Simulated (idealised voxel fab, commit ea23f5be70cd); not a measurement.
process module | voxel transistor to metal
cross-section cut | 285 nm wide | cells 5 nm
A cross-section is a grid of square cells, given in bands from the top down. A band is one or more rows of cells.
Each band's line starts with the height of the band's top and of its bottom, in nm. Then come its materials from left to right, each with its width in nm. One material with "throughout" fills the band from edge to edge. "air" is empty space.
Height 0 is the level under which the wafer as received is all one material. The lowest band goes on downwards, as in "0 down".
A width such as "30 to 40" changes by the same amount from each row of cells to the next, from the band's top row to its bottom row.
"no change" after a step means that no cell of the cross-section changed.
closed voids: empty space of 8 cells or more with no open way to the top, each as width x height at its distance from the left edge, in nm
after a step's settings: what the simulator itself notes on the step
overlay nm, on a step with a mask: how far to the right of its planned place the mask lay; to the left if negative
plan
1 op RECEIVE | material Si
2 op OXIDIZE | depth nm 5
3 op CONFORMAL_DEP | material SiN | thk nm 10
4 op DIRECTIONAL_DEP | material aC | thk nm 10
5 op PATTERN | tone cover | mask id ACTIVE | material resist | width nm 115 | pitch nm 135 | thk nm 30 | overlay nm 0
6 op DIRECTIONAL_ETCH | etch materials aC | depth nm 10
7 op STRIP | etch materials resist
8 op DIRECTIONAL_ETCH | etch materials SiN | depth nm 10
9 op DIRECTIONAL_ETCH | etch materials SiO2 | depth nm 5
10 op DIRECTIONAL_ETCH | etch materials Si | depth nm 35
11 op STRIP | etch materials aC
12 op OXIDIZE | depth nm 5
13 op FILL_DEP | material SiO2 | thk nm 10
14 op CMP | height nm 10
15 op SELECTIVE_ETCH | etch materials SiO2 | depth nm 5
16 op STRIP | etch materials SiN
17 op SELECTIVE_ETCH | etch materials SiO2 | depth nm 5
18 op OXIDIZE | depth nm 5
19 op DIRECTIONAL_DEP | material polySi | thk nm 20
20 op DIRECTIONAL_DEP | material SiCN | thk nm 10
21 op MASKED_ETCH | tone cover | mask id GATE | width nm 35 | pitch nm 135 | etch materials SiCN | depth nm 20 | overlay nm 0
22 op MASKED_ETCH | tone cover | mask id GATE | width nm 35 | pitch nm 135 | etch materials polySi | depth nm 30 | overlay nm 0
23 op CONFORMAL_DEP | material SiN | thk nm 10
24 op DIRECTIONAL_ETCH | etch materials SiN | depth nm 10
25 op DIRECTIONAL_ETCH | etch materials SiO2 | depth nm 5
26 op EPI | material SiGe | thk nm 5
27 op FILL_DEP | material SiO2 | thk nm 5
28 op CMP | height nm 15
29 op STRIP | etch materials polySi
30 op SELECTIVE_ETCH | etch materials SiO2 | depth nm 5
31 op CONFORMAL_DEP | material HfO2 | thk nm 5
32 op CONFORMAL_DEP | material TiN | thk nm 5
33 op FILL_DEP | material W | thk nm 5
34 op CMP | height nm 10
35 op DIRECTIONAL_DEP | material SiO2 | thk nm 10
36 op DIRECTIONAL_DEP | material aC | thk nm 15
37 op PATTERN | tone open | mask id CONTACT | material resist | width nm 15 | thk nm 30 | overlay nm 0
38 op DIRECTIONAL_ETCH | etch materials aC | depth nm 15
39 op STRIP | etch materials resist
40 op DIRECTIONAL_ETCH | etch materials SiO2 | depth nm 25
41 op STRIP | etch materials aC
42 op CONFORMAL_DEP | material TiN | thk nm 5
43 op FILL_DEP | material W | thk nm 10
44 op CMP | height nm 20
45 op CONFORMAL_DEP | material SiN | thk nm 5
46 op DIRECTIONAL_DEP | material lowk | thk nm 20
47 op PATTERN | tone open | mask id METAL_1 | material resist | width nm 15 | thk nm 15 | overlay nm 0
48 op DIRECTIONAL_ETCH | etch materials lowk | depth nm 20
49 op DIRECTIONAL_ETCH | etch materials SiN | depth nm 5
50 op STRIP | etch materials resist
51 op CONFORMAL_DEP | material TiN | thk nm 5
52 op FILL_DEP | material Cu | thk nm 5
53 op CMP | height nm 45
54 op EPI | material Ru | thk nm 5
55 op FILL_DEP | material SiCN | thk nm 5
first wafer, as planned
as received, after step 1
  0 down: Si throughout
  closed voids: none
after step 2
  0 to -5: SiO2 throughout
  below -5: unchanged
after step 3
  10 to 0: SiN throughout
  below 0: unchanged
after step 4
  20 to 10: aC throughout
  below 10: unchanged
after step 5
  50 to 20: air 15 | resist 115 | air 20 | resist 115 | air 20
  below 20: unchanged
after step 6
  40 to 20: air 15 | resist 115 | air 20 | resist 115 | air 20
  20 to 10: air 15 | aC 115 | air 20 | aC 115 | air 20
  below 10: unchanged
after step 7
  20 to 10: air 15 | aC 115 | air 20 | aC 115 | air 20
  below 10: unchanged
after step 8
  20 to 10: air 15 | aC 115 | air 20 | aC 115 | air 20
  10 to 0: air 15 | SiN 115 | air 20 | SiN 115 | air 20
  below 0: unchanged
after step 9
  20 to 10: air 15 | aC 115 | air 20 | aC 115 | air 20
  10 to 0: air 15 | SiN 115 | air 20 | SiN 115 | air 20
  0 to -5: air 15 | SiO2 115 | air 20 | SiO2 115 | air 20
  below -5: unchanged
after step 10
  20 to 10: air 15 | aC 115 | air 20 | aC 115 | air 20
  10 to 0: air 15 | SiN 115 | air 20 | SiN 115 | air 20
  0 to -5: air 15 | SiO2 115 | air 20 | SiO2 115 | air 20
  -5 to -40: air 15 | Si 115 | air 20 | Si 115 | air 20
  below -40: unchanged
after step 11
  10 to 0: air 15 | SiN 115 | air 20 | SiN 115 | air 20
  below 0: unchanged
after step 12
  10 to 0: air 15 | SiN 115 | air 20 | SiN 115 | air 20
  0 to -5: air 15 | SiO2 115 | air 20 | SiO2 115 | air 20
  -5 to -40: air 15 | SiO2 5 | Si 105 | SiO2 5 | air 20 | SiO2 5 | Si 105 | SiO2 5 | air 20
  -40 to -45: SiO2 20 | Si 105 | SiO2 30 | Si 105 | SiO2 25
  below -45: unchanged
after step 13
  20 to 10: SiO2 throughout
  10 to 0: SiO2 15 | SiN 115 | SiO2 20 | SiN 115 | SiO2 20
  0 to -5: SiO2 throughout
  -5 to -45: SiO2 20 | Si 105 | SiO2 30 | Si 105 | SiO2 25
  below -45: unchanged
after step 14
  10 to 0: SiO2 15 | SiN 115 | SiO2 20 | SiN 115 | SiO2 20
  below 0: unchanged
after step 15
  10 to 5: air 15 | SiN 115 | air 20 | SiN 115 | air 20
  below 5: unchanged
after step 16
  5 to 0: SiO2 15 | air 115 | SiO2 20 | air 115 | SiO2 20
  below 0: unchanged
after step 17
  0 to -5: SiO2 10 | air 125 | SiO2 10 | air 125 | SiO2 15
  below -5: unchanged
after step 18
  0 to -5: SiO2 10 | air 125 | SiO2 10 | air 125 | SiO2 15
  -5 to -10: SiO2 throughout
  below -10: unchanged
after step 19
  20 to 15: polySi 10 | air 125 | polySi 10 | air 125 | polySi 15
  15 to 0: polySi throughout
  0 to -5: SiO2 10 | polySi 125 | SiO2 10 | polySi 125 | SiO2 15
  below -5: unchanged
after step 20
  30 to 25: SiCN 10 | air 125 | SiCN 10 | air 125 | SiCN 15
  25 to 20: SiCN throughout
  20 to 15: polySi 10 | SiCN 125 | polySi 10 | SiCN 125 | polySi 15
  below 15: unchanged
after step 21
  25 to 20: air 55 | SiCN 35 | air 100 | SiCN 35 | air 60
  20 to 15: polySi 10 | air 45 | SiCN 35 | air 45 | polySi 10 | air 45 | SiCN 35 | air 45 | polySi 15
  below 15: unchanged
after step 22
  25 to 15: air 55 | SiCN 35 | air 100 | SiCN 35 | air 60
  15 to 0: air 55 | polySi 35 | air 100 | polySi 35 | air 60
  0 to -5: SiO2 10 | air 45 | polySi 35 | air 45 | SiO2 10 | air 45 | polySi 35 | air 45 | SiO2 15
  below -5: unchanged
after step 23
  35 to 25: air 45 | SiN 55 | air 80 | SiN 55 | air 50
  25 to 15: air 45 | SiN 10 | SiCN 35 | SiN 10 | air 80 | SiN 10 | SiCN 35 | SiN 10 | air 50
  15 to 10: air 45 | SiN 10 | polySi 35 | SiN 10 | air 80 | SiN 10 | polySi 35 | SiN 10 | air 50
  10 to 5: SiN 20 | air 25 | SiN 10 | polySi 35 | SiN 10 | air 25 | SiN 30 | air 25 | SiN 10 | polySi 35 | SiN 10 | air 25 | SiN 25
  5 to 0: SiN 55 | polySi 35 | SiN 100 | polySi 35 | SiN 60
  0 to -5: SiO2 10 | SiN 45 | polySi 35 | SiN 45 | SiO2 10 | SiN 45 | polySi 35 | SiN 45 | SiO2 15
  below -5: unchanged
after step 24
  25 to 15: air 45 | SiN 10 | SiCN 35 | SiN 10 | air 80 | SiN 10 | SiCN 35 | SiN 10 | air 50
  15 to 0: air 45 | SiN 10 | polySi 35 | SiN 10 | air 80 | SiN 10 | polySi 35 | SiN 10 | air 50
  0 to -5: SiO2 10 | SiN 10 | air 25 | SiN 10 | polySi 35 | SiN 10 | air 25 | SiN 10 | SiO2 10 | SiN 10 | air 25 | SiN 10 | polySi 35 | SiN 10 | air 25 | SiN 10 | SiO2 15
  below -5: unchanged
after step 25
  25 to 15: air 45 | SiN 10 | SiCN 35 | SiN 10 | air 80 | SiN 10 | SiCN 35 | SiN 10 | air 50
  15 to 0: air 45 | SiN 10 | polySi 35 | SiN 10 | air 80 | SiN 10 | polySi 35 | SiN 10 | air 50
  0 to -5: air 10 | SiN 10 | air 25 | SiN 10 | polySi 35 | SiN 10 | air 25 | SiN 10 | air 10 | SiN 10 | air 25 | SiN 10 | polySi 35 | SiN 10 | air 25 | SiN 10 | air 15
  -5 to -10: SiO2 20 | air 25 | SiO2 55 | air 25 | SiO2 30 | air 25 | SiO2 55 | air 25 | SiO2 25
  below -10: unchanged
after step 26
  25 to 15: air 45 | SiN 10 | SiCN 35 | SiN 10 | air 80 | SiN 10 | SiCN 35 | SiN 10 | air 50
  15 to 0: air 45 | SiN 10 | polySi 35 | SiN 10 | air 80 | SiN 10 | polySi 35 | SiN 10 | air 50
  0 to -5: air 10 | SiN 10 | air 25 | SiN 10 | polySi 35 | SiN 10 | air 25 | SiN 10 | air 10 | SiN 10 | air 25 | SiN 10 | polySi 35 | SiN 10 | air 25 | SiN 10 | air 15
  -5 to -10: SiO2 20 | SiGe 25 | SiO2 55 | SiGe 25 | SiO2 30 | SiGe 25 | SiO2 55 | SiGe 25 | SiO2 25
  below -10: unchanged
after step 27
  30 to 25: SiO2 throughout
  25 to 15: SiO2 45 | SiN 10 | SiCN 35 | SiN 10 | SiO2 80 | SiN 10 | SiCN 35 | SiN 10 | SiO2 50
  15 to 0: SiO2 45 | SiN 10 | polySi 35 | SiN 10 | SiO2 80 | SiN 10 | polySi 35 | SiN 10 | SiO2 50
  0 to -5: SiO2 10 | SiN 10 | SiO2 25 | SiN 10 | polySi 35 | SiN 10 | SiO2 25 | SiN 10 | SiO2 10 | SiN 10 | SiO2 25 | SiN 10 | polySi 35 | SiN 10 | SiO2 25 | SiN 10 | SiO2 15
  below -5: unchanged
after step 28
  15 to 0: SiO2 45 | SiN 10 | polySi 35 | SiN 10 | SiO2 80 | SiN 10 | polySi 35 | SiN 10 | SiO2 50
  below 0: unchanged
after step 29
  15 to 0: SiO2 45 | SiN 10 | air 35 | SiN 10 | SiO2 80 | SiN 10 | air 35 | SiN 10 | SiO2 50
  0 to -5: SiO2 10 | SiN 10 | SiO2 25 | SiN 10 | air 35 | SiN 10 | SiO2 25 | SiN 10 | SiO2 10 | SiN 10 | SiO2 25 | SiN 10 | air 35 | SiN 10 | SiO2 25 | SiN 10 | SiO2 15
  below -5: unchanged
after step 30
  15 to 10: air 45 | SiN 10 | air 35 | SiN 10 | air 80 | SiN 10 | air 35 | SiN 10 | air 50
  10 to 0: SiO2 45 | SiN 10 | air 35 | SiN 10 | SiO2 80 | SiN 10 | air 35 | SiN 10 | SiO2 50
  0 to -5: SiO2 10 | SiN 10 | SiO2 25 | SiN 10 | air 35 | SiN 10 | SiO2 25 | SiN 10 | SiO2 10 | SiN 10 | SiO2 25 | SiN 10 | air 35 | SiN 10 | SiO2 25 | SiN 10 | SiO2 15
  -5 to -10: SiO2 20 | SiGe 25 | SiO2 5 | air 45 | SiO2 5 | SiGe 25 | SiO2 30 | SiGe 25 | SiO2 5 | air 45 | SiO2 5 | SiGe 25 | SiO2 25
  below -10: unchanged
after step 31
  20 to 15: air 40 | HfO2 20 | air 25 | HfO2 20 | air 70 | HfO2 20 | air 25 | HfO2 20 | air 45
  15 to 10: HfO2 45 | SiN 10 | HfO2 5 | air 25 | HfO2 5 | SiN 10 | HfO2 80 | SiN 10 | HfO2 5 | air 25 | HfO2 5 | SiN 10 | HfO2 50
  10 to 0: SiO2 45 | SiN 10 | HfO2 5 | air 25 | HfO2 5 | SiN 10 | SiO2 80 | SiN 10 | HfO2 5 | air 25 | HfO2 5 | SiN 10 | SiO2 50
  0 to -5: SiO2 10 | SiN 10 | SiO2 25 | SiN 10 | HfO2 5 | air 25 | HfO2 5 | SiN 10 | SiO2 25 | SiN 10 | SiO2 10 | SiN 10 | SiO2 25 | SiN 10 | HfO2 5 | air 25 | HfO2 5 | SiN 10 | SiO2 25 | SiN 10 | SiO2 15
  -5 to -10: SiO2 20 | SiGe 25 | SiO2 5 | HfO2 45 | SiO2 5 | SiGe 25 | SiO2 30 | SiGe 25 | SiO2 5 | HfO2 45 | SiO2 5 | SiGe 25 | SiO2 25
  below -10: unchanged
after step 32
  25 to 20: air 35 | TiN 30 | air 15 | TiN 30 | air 60 | TiN 30 | air 15 | TiN 30 | air 40
  20 to 15: TiN 40 | HfO2 20 | TiN 5 | air 15 | TiN 5 | HfO2 20 | TiN 70 | HfO2 20 | TiN 5 | air 15 | TiN 5 | HfO2 20 | TiN 45
  15 to 10: HfO2 45 | SiN 10 | HfO2 5 | TiN 5 | air 15 | TiN 5 | HfO2 5 | SiN 10 | HfO2 80 | SiN 10 | HfO2 5 | TiN 5 | air 15 | TiN 5 | HfO2 5 | SiN 10 | HfO2 50
  10 to 0: SiO2 45 | SiN 10 | HfO2 5 | TiN 5 | air 15 | TiN 5 | HfO2 5 | SiN 10 | SiO2 80 | SiN 10 | HfO2 5 | TiN 5 | air 15 | TiN 5 | HfO2 5 | SiN 10 | SiO2 50
  0 to -5: SiO2 10 | SiN 10 | SiO2 25 | SiN 10 | HfO2 5 | TiN 25 | HfO2 5 | SiN 10 | SiO2 25 | SiN 10 | SiO2 10 | SiN 10 | SiO2 25 | SiN 10 | HfO2 5 | TiN 25 | HfO2 5 | SiN 10 | SiO2 25 | SiN 10 | SiO2 15
  below -5: unchanged
after step 33
  30 to 25: W throughout
  25 to 20: W 35 | TiN 30 | W 15 | TiN 30 | W 60 | TiN 30 | W 15 | TiN 30 | W 40
  20 to 15: TiN 40 | HfO2 20 | TiN 5 | W 15 | TiN 5 | HfO2 20 | TiN 70 | HfO2 20 | TiN 5 | W 15 | TiN 5 | HfO2 20 | TiN 45
  15 to 10: HfO2 45 | SiN 10 | HfO2 5 | TiN 5 | W 15 | TiN 5 | HfO2 5 | SiN 10 | HfO2 80 | SiN 10 | HfO2 5 | TiN 5 | W 15 | TiN 5 | HfO2 5 | SiN 10 | HfO2 50
  10 to 0: SiO2 45 | SiN 10 | HfO2 5 | TiN 5 | W 15 | TiN 5 | HfO2 5 | SiN 10 | SiO2 80 | SiN 10 | HfO2 5 | TiN 5 | W 15 | TiN 5 | HfO2 5 | SiN 10 | SiO2 50
  below 0: unchanged
after step 34
  10 to 0: SiO2 45 | SiN 10 | HfO2 5 | TiN 5 | W 15 | TiN 5 | HfO2 5 | SiN 10 | SiO2 80 | SiN 10 | HfO2 5 | TiN 5 | W 15 | TiN 5 | HfO2 5 | SiN 10 | SiO2 50
  below 0: unchanged
after step 35
  20 to 10: SiO2 throughout
  below 10: unchanged
after step 36
  35 to 20: aC throughout
  below 20: unchanged
after step 37
  65 to 35: resist 25 | air 15 | resist 65 | air 15 | resist 40 | air 15 | resist 65 | air 15 | resist 30
  below 35: unchanged
after step 38
  50 to 35: resist 25 | air 15 | resist 65 | air 15 | resist 40 | air 15 | resist 65 | air 15 | resist 30
  35 to 20: aC 25 | air 15 | aC 65 | air 15 | aC 40 | air 15 | aC 65 | air 15 | aC 30
  below 20: unchanged
after step 39
  35 to 20: aC 25 | air 15 | aC 65 | air 15 | aC 40 | air 15 | aC 65 | air 15 | aC 30
  below 20: unchanged
after step 40
  35 to 20: aC 25 | air 15 | aC 65 | air 15 | aC 40 | air 15 | aC 65 | air 15 | aC 30
  20 to 10: SiO2 25 | air 15 | SiO2 65 | air 15 | SiO2 40 | air 15 | SiO2 65 | air 15 | SiO2 30
  10 to 0: SiO2 25 | air 15 | SiO2 5 | SiN 10 | HfO2 5 | TiN 5 | W 15 | TiN 5 | HfO2 5 | SiN 10 | SiO2 5 | air 15 | SiO2 40 | air 15 | SiO2 5 | SiN 10 | HfO2 5 | TiN 5 | W 15 | TiN 5 | HfO2 5 | SiN 10 | SiO2 5 | air 15 | SiO2 30
  0 to -5: SiO2 10 | SiN 10 | SiO2 5 | air 15 | SiO2 5 | SiN 10 | HfO2 5 | TiN 25 | HfO2 5 | SiN 10 | SiO2 5 | air 15 | SiO2 5 | SiN 10 | SiO2 10 | SiN 10 | SiO2 5 | air 15 | SiO2 5 | SiN 10 | HfO2 5 | TiN 25 | HfO2 5 | SiN 10 | SiO2 5 | air 15 | SiO2 5 | SiN 10 | SiO2 15
  below -5: unchanged
after step 41
  20 to 10: SiO2 25 | air 15 | SiO2 65 | air 15 | SiO2 40 | air 15 | SiO2 65 | air 15 | SiO2 30
  below 10: unchanged
after step 42
  25 to 20: TiN 30 | air 5 | TiN 75 | air 5 | TiN 50 | air 5 | TiN 75 | air 5 | TiN 35
  20 to 10: SiO2 25 | TiN 5 | air 5 | TiN 5 | SiO2 65 | TiN 5 | air 5 | TiN 5 | SiO2 40 | TiN 5 | air 5 | TiN 5 | SiO2 65 | TiN 5 | air 5 | TiN 5 | SiO2 30
  10 to 0: SiO2 25 | TiN 5 | air 5 | TiN 5 | SiO2 5 | SiN 10 | HfO2 5 | TiN 5 | W 15 | TiN 5 | HfO2 5 | SiN 10 | SiO2 5 | TiN 5 | air 5 | TiN 5 | SiO2 40 | TiN 5 | air 5 | TiN 5 | SiO2 5 | SiN 10 | HfO2 5 | TiN 5 | W 15 | TiN 5 | HfO2 5 | SiN 10 | SiO2 5 | TiN 5 | air 5 | TiN 5 | SiO2 30
  0 to -5: SiO2 10 | SiN 10 | SiO2 5 | TiN 15 | SiO2 5 | SiN 10 | HfO2 5 | TiN 25 | HfO2 5 | SiN 10 | SiO2 5 | TiN 15 | SiO2 5 | SiN 10 | SiO2 10 | SiN 10 | SiO2 5 | TiN 15 | SiO2 5 | SiN 10 | HfO2 5 | TiN 25 | HfO2 5 | SiN 10 | SiO2 5 | TiN 15 | SiO2 5 | SiN 10 | SiO2 15
  below -5: unchanged
after step 43
  35 to 25: W throughout
  25 to 20: TiN 30 | W 5 | TiN 75 | W 5 | TiN 50 | W 5 | TiN 75 | W 5 | TiN 35
  20 to 10: SiO2 25 | TiN 5 | W 5 | TiN 5 | SiO2 65 | TiN 5 | W 5 | TiN 5 | SiO2 40 | TiN 5 | W 5 | TiN 5 | SiO2 65 | TiN 5 | W 5 | TiN 5 | SiO2 30
  10 to 0: SiO2 25 | TiN 5 | W 5 | TiN 5 | SiO2 5 | SiN 10 | HfO2 5 | TiN 5 | W 15 | TiN 5 | HfO2 5 | SiN 10 | SiO2 5 | TiN 5 | W 5 | TiN 5 | SiO2 40 | TiN 5 | W 5 | TiN 5 | SiO2 5 | SiN 10 | HfO2 5 | TiN 5 | W 15 | TiN 5 | HfO2 5 | SiN 10 | SiO2 5 | TiN 5 | W 5 | TiN 5 | SiO2 30
  below 0: unchanged
after step 44
  20 to 10: SiO2 25 | TiN 5 | W 5 | TiN 5 | SiO2 65 | TiN 5 | W 5 | TiN 5 | SiO2 40 | TiN 5 | W 5 | TiN 5 | SiO2 65 | TiN 5 | W 5 | TiN 5 | SiO2 30
  below 10: unchanged
after step 45
  25 to 20: SiN throughout
  below 20: unchanged
after step 46
  45 to 25: lowk throughout
  below 25: unchanged
after step 47
  60 to 45: resist 25 | air 15 | resist 65 | air 15 | resist 40 | air 15 | resist 65 | air 15 | resist 30
  below 45: unchanged
after step 48
  60 to 45: resist 25 | air 15 | resist 65 | air 15 | resist 40 | air 15 | resist 65 | air 15 | resist 30
  45 to 25: lowk 25 | air 15 | lowk 65 | air 15 | lowk 40 | air 15 | lowk 65 | air 15 | lowk 30
  below 25: unchanged
after step 49
  60 to 45: resist 25 | air 15 | resist 65 | air 15 | resist 40 | air 15 | resist 65 | air 15 | resist 30
  45 to 25: lowk 25 | air 15 | lowk 65 | air 15 | lowk 40 | air 15 | lowk 65 | air 15 | lowk 30
  25 to 20: SiN 25 | air 15 | SiN 65 | air 15 | SiN 40 | air 15 | SiN 65 | air 15 | SiN 30
  below 20: unchanged
after step 50
  45 to 25: lowk 25 | air 15 | lowk 65 | air 15 | lowk 40 | air 15 | lowk 65 | air 15 | lowk 30
  below 25: unchanged
after step 51
  50 to 45: TiN 30 | air 5 | TiN 75 | air 5 | TiN 50 | air 5 | TiN 75 | air 5 | TiN 35
  45 to 25: lowk 25 | TiN 5 | air 5 | TiN 5 | lowk 65 | TiN 5 | air 5 | TiN 5 | lowk 40 | TiN 5 | air 5 | TiN 5 | lowk 65 | TiN 5 | air 5 | TiN 5 | lowk 30
  25 to 20: SiN 25 | TiN 15 | SiN 65 | TiN 15 | SiN 40 | TiN 15 | SiN 65 | TiN 15 | SiN 30
  below 20: unchanged
after step 52
  55 to 50: Cu throughout
  50 to 45: TiN 30 | Cu 5 | TiN 75 | Cu 5 | TiN 50 | Cu 5 | TiN 75 | Cu 5 | TiN 35
  45 to 25: lowk 25 | TiN 5 | Cu 5 | TiN 5 | lowk 65 | TiN 5 | Cu 5 | TiN 5 | lowk 40 | TiN 5 | Cu 5 | TiN 5 | lowk 65 | TiN 5 | Cu 5 | TiN 5 | lowk 30
  below 25: unchanged
after step 53
  45 to 25: lowk 25 | TiN 5 | Cu 5 | TiN 5 | lowk 65 | TiN 5 | Cu 5 | TiN 5 | lowk 40 | TiN 5 | Cu 5 | TiN 5 | lowk 65 | TiN 5 | Cu 5 | TiN 5 | lowk 30
  below 25: unchanged
after step 54
  50 to 45: air 20 | Ru 25 | air 55 | Ru 25 | air 30 | Ru 25 | air 55 | Ru 25 | air 25
  below 45: unchanged
after step 55
  55 to 50: SiCN throughout
  50 to 45: SiCN 20 | Ru 25 | SiCN 55 | Ru 25 | SiCN 30 | Ru 25 | SiCN 55 | Ru 25 | SiCN 25
  below 45: unchanged
second wafer: like start, like plan, one mistake. Through step 36 it matches the first wafer
when step 37 should have ended
  65 to 35: resist 15 | air 15 | resist 65 | air 15 | resist 40 | air 15 | resist 65 | air 15 | resist 40
  below 35: unchanged
when step 38 should have ended
  50 to 35: resist 15 | air 15 | resist 65 | air 15 | resist 40 | air 15 | resist 65 | air 15 | resist 40
  35 to 20: aC 15 | air 15 | aC 65 | air 15 | aC 40 | air 15 | aC 65 | air 15 | aC 40
  below 20: unchanged
when step 39 should have ended
  35 to 20: aC 15 | air 15 | aC 65 | air 15 | aC 40 | air 15 | aC 65 | air 15 | aC 40
  below 20: unchanged
when step 40 should have ended
  35 to 20: aC 15 | air 15 | aC 65 | air 15 | aC 40 | air 15 | aC 65 | air 15 | aC 40
  20 to 10: SiO2 15 | air 15 | SiO2 65 | air 15 | SiO2 40 | air 15 | SiO2 65 | air 15 | SiO2 40
  10 to 0: SiO2 15 | air 15 | SiO2 15 | SiN 10 | HfO2 5 | TiN 5 | W 15 | TiN 5 | HfO2 5 | SiN 10 | air 10 | SiO2 40 | air 15 | SiO2 15 | SiN 10 | HfO2 5 | TiN 5 | W 15 | TiN 5 | HfO2 5 | SiN 10 | air 10 | SiO2 40
  0 to -5: SiO2 10 | SiN 10 | air 10 | SiO2 15 | SiN 10 | HfO2 5 | TiN 25 | HfO2 5 | SiN 10 | air 10 | SiO2 15 | SiN 10 | SiO2 10 | SiN 10 | air 10 | SiO2 15 | SiN 10 | HfO2 5 | TiN 25 | HfO2 5 | SiN 10 | air 10 | SiO2 15 | SiN 10 | SiO2 15
  below -5: unchanged
when step 41 should have ended
  20 to 10: SiO2 15 | air 15 | SiO2 65 | air 15 | SiO2 40 | air 15 | SiO2 65 | air 15 | SiO2 40
  below 10: unchanged
when step 42 should have ended
  25 to 20: TiN 20 | air 5 | TiN 75 | air 5 | TiN 50 | air 5 | TiN 75 | air 5 | TiN 45
  20 to 15: SiO2 15 | TiN 5 | air 5 | TiN 5 | SiO2 65 | TiN 5 | air 5 | TiN 5 | SiO2 40 | TiN 5 | air 5 | TiN 5 | SiO2 65 | TiN 5 | air 5 | TiN 5 | SiO2 40
  15 to 10: SiO2 15 | TiN 5 | air 5 | TiN 5 | SiO2 65 | TiN 15 | SiO2 40 | TiN 5 | air 5 | TiN 5 | SiO2 65 | TiN 15 | SiO2 40
  10 to 5: SiO2 15 | TiN 5 | air 5 | TiN 5 | SiO2 15 | SiN 10 | HfO2 5 | TiN 5 | W 15 | TiN 5 | HfO2 5 | SiN 10 | TiN 10 | SiO2 40 | TiN 5 | air 5 | TiN 5 | SiO2 15 | SiN 10 | HfO2 5 | TiN 5 | W 15 | TiN 5 | HfO2 5 | SiN 10 | TiN 10 | SiO2 40
  5 to 0: SiO2 15 | TiN 15 | SiO2 15 | SiN 10 | HfO2 5 | TiN 5 | W 15 | TiN 5 | HfO2 5 | SiN 10 | TiN 10 | SiO2 40 | TiN 15 | SiO2 15 | SiN 10 | HfO2 5 | TiN 5 | W 15 | TiN 5 | HfO2 5 | SiN 10 | TiN 10 | SiO2 40
  0 to -5: SiO2 10 | SiN 10 | TiN 10 | SiO2 15 | SiN 10 | HfO2 5 | TiN 25 | HfO2 5 | SiN 10 | TiN 10 | SiO2 15 | SiN 10 | SiO2 10 | SiN 10 | TiN 10 | SiO2 15 | SiN 10 | HfO2 5 | TiN 25 | HfO2 5 | SiN 10 | TiN 10 | SiO2 15 | SiN 10 | SiO2 15
  below -5: unchanged
when step 43 should have ended
  35 to 25: W throughout
  25 to 20: TiN 20 | W 5 | TiN 75 | W 5 | TiN 50 | W 5 | TiN 75 | W 5 | TiN 45
  20 to 15: SiO2 15 | TiN 5 | W 5 | TiN 5 | SiO2 65 | TiN 5 | W 5 | TiN 5 | SiO2 40 | TiN 5 | W 5 | TiN 5 | SiO2 65 | TiN 5 | W 5 | TiN 5 | SiO2 40
  15 to 10: SiO2 15 | TiN 5 | W 5 | TiN 5 | SiO2 65 | TiN 15 | SiO2 40 | TiN 5 | W 5 | TiN 5 | SiO2 65 | TiN 15 | SiO2 40
  10 to 5: SiO2 15 | TiN 5 | W 5 | TiN 5 | SiO2 15 | SiN 10 | HfO2 5 | TiN 5 | W 15 | TiN 5 | HfO2 5 | SiN 10 | TiN 10 | SiO2 40 | TiN 5 | W 5 | TiN 5 | SiO2 15 | SiN 10 | HfO2 5 | TiN 5 | W 15 | TiN 5 | HfO2 5 | SiN 10 | TiN 10 | SiO2 40
  below 5: unchanged
when step 44 should have ended
  20 to 15: SiO2 15 | TiN 5 | W 5 | TiN 5 | SiO2 65 | TiN 5 | W 5 | TiN 5 | SiO2 40 | TiN 5 | W 5 | TiN 5 | SiO2 65 | TiN 5 | W 5 | TiN 5 | SiO2 40
  below 15: unchanged
when step 45 should have ended
  25 to 20: SiN throughout
  below 20: unchanged
when step 46 should have ended
  45 to 25: lowk throughout
  below 25: unchanged
when step 47 should have ended
  60 to 45: resist 25 | air 15 | resist 65 | air 15 | resist 40 | air 15 | resist 65 | air 15 | resist 30
  below 45: unchanged
when step 48 should have ended
  60 to 45: resist 25 | air 15 | resist 65 | air 15 | resist 40 | air 15 | resist 65 | air 15 | resist 30
  45 to 25: lowk 25 | air 15 | lowk 65 | air 15 | lowk 40 | air 15 | lowk 65 | air 15 | lowk 30
  below 25: unchanged
when step 49 should have ended
  60 to 45: resist 25 | air 15 | resist 65 | air 15 | resist 40 | air 15 | resist 65 | air 15 | resist 30
  45 to 25: lowk 25 | air 15 | lowk 65 | air 15 | lowk 40 | air 15 | lowk 65 | air 15 | lowk 30
  25 to 20: SiN 25 | air 15 | SiN 65 | air 15 | SiN 40 | air 15 | SiN 65 | air 15 | SiN 30
  below 20: unchanged
when step 50 should have ended
  45 to 25: lowk 25 | air 15 | lowk 65 | air 15 | lowk 40 | air 15 | lowk 65 | air 15 | lowk 30
  below 25: unchanged
when step 51 should have ended
  50 to 45: TiN 30 | air 5 | TiN 75 | air 5 | TiN 50 | air 5 | TiN 75 | air 5 | TiN 35
  45 to 25: lowk 25 | TiN 5 | air 5 | TiN 5 | lowk 65 | TiN 5 | air 5 | TiN 5 | lowk 40 | TiN 5 | air 5 | TiN 5 | lowk 65 | TiN 5 | air 5 | TiN 5 | lowk 30
  25 to 20: SiN 25 | TiN 15 | SiN 65 | TiN 15 | SiN 40 | TiN 15 | SiN 65 | TiN 15 | SiN 30
  below 20: unchanged
when step 52 should have ended
  55 to 50: Cu throughout
  50 to 45: TiN 30 | Cu 5 | TiN 75 | Cu 5 | TiN 50 | Cu 5 | TiN 75 | Cu 5 | TiN 35
  45 to 25: lowk 25 | TiN 5 | Cu 5 | TiN 5 | lowk 65 | TiN 5 | Cu 5 | TiN 5 | lowk 40 | TiN 5 | Cu 5 | TiN 5 | lowk 65 | TiN 5 | Cu 5 | TiN 5 | lowk 30
  below 25: unchanged
when step 53 should have ended
  45 to 25: lowk 25 | TiN 5 | Cu 5 | TiN 5 | lowk 65 | TiN 5 | Cu 5 | TiN 5 | lowk 40 | TiN 5 | Cu 5 | TiN 5 | lowk 65 | TiN 5 | Cu 5 | TiN 5 | lowk 30
  below 25: unchanged
when step 54 should have ended
  50 to 45: air 20 | Ru 25 | air 55 | Ru 25 | air 30 | Ru 25 | air 55 | Ru 25 | air 25
  below 45: unchanged
when step 55 should have ended
  55 to 50: SiCN throughout
  50 to 45: SiCN 20 | Ru 25 | SiCN 55 | Ru 25 | SiCN 30 | Ru 25 | SiCN 55 | Ru 25 | SiCN 25
  below 45: unchanged
what went wrong: step 37 ran as: op PATTERN | tone open | mask id CONTACT | material resist | width nm 15 | thk nm 30 | overlay nm -10
at the end the second wafer has, in cells: 8 more of SiO2 | 8 fewer of W
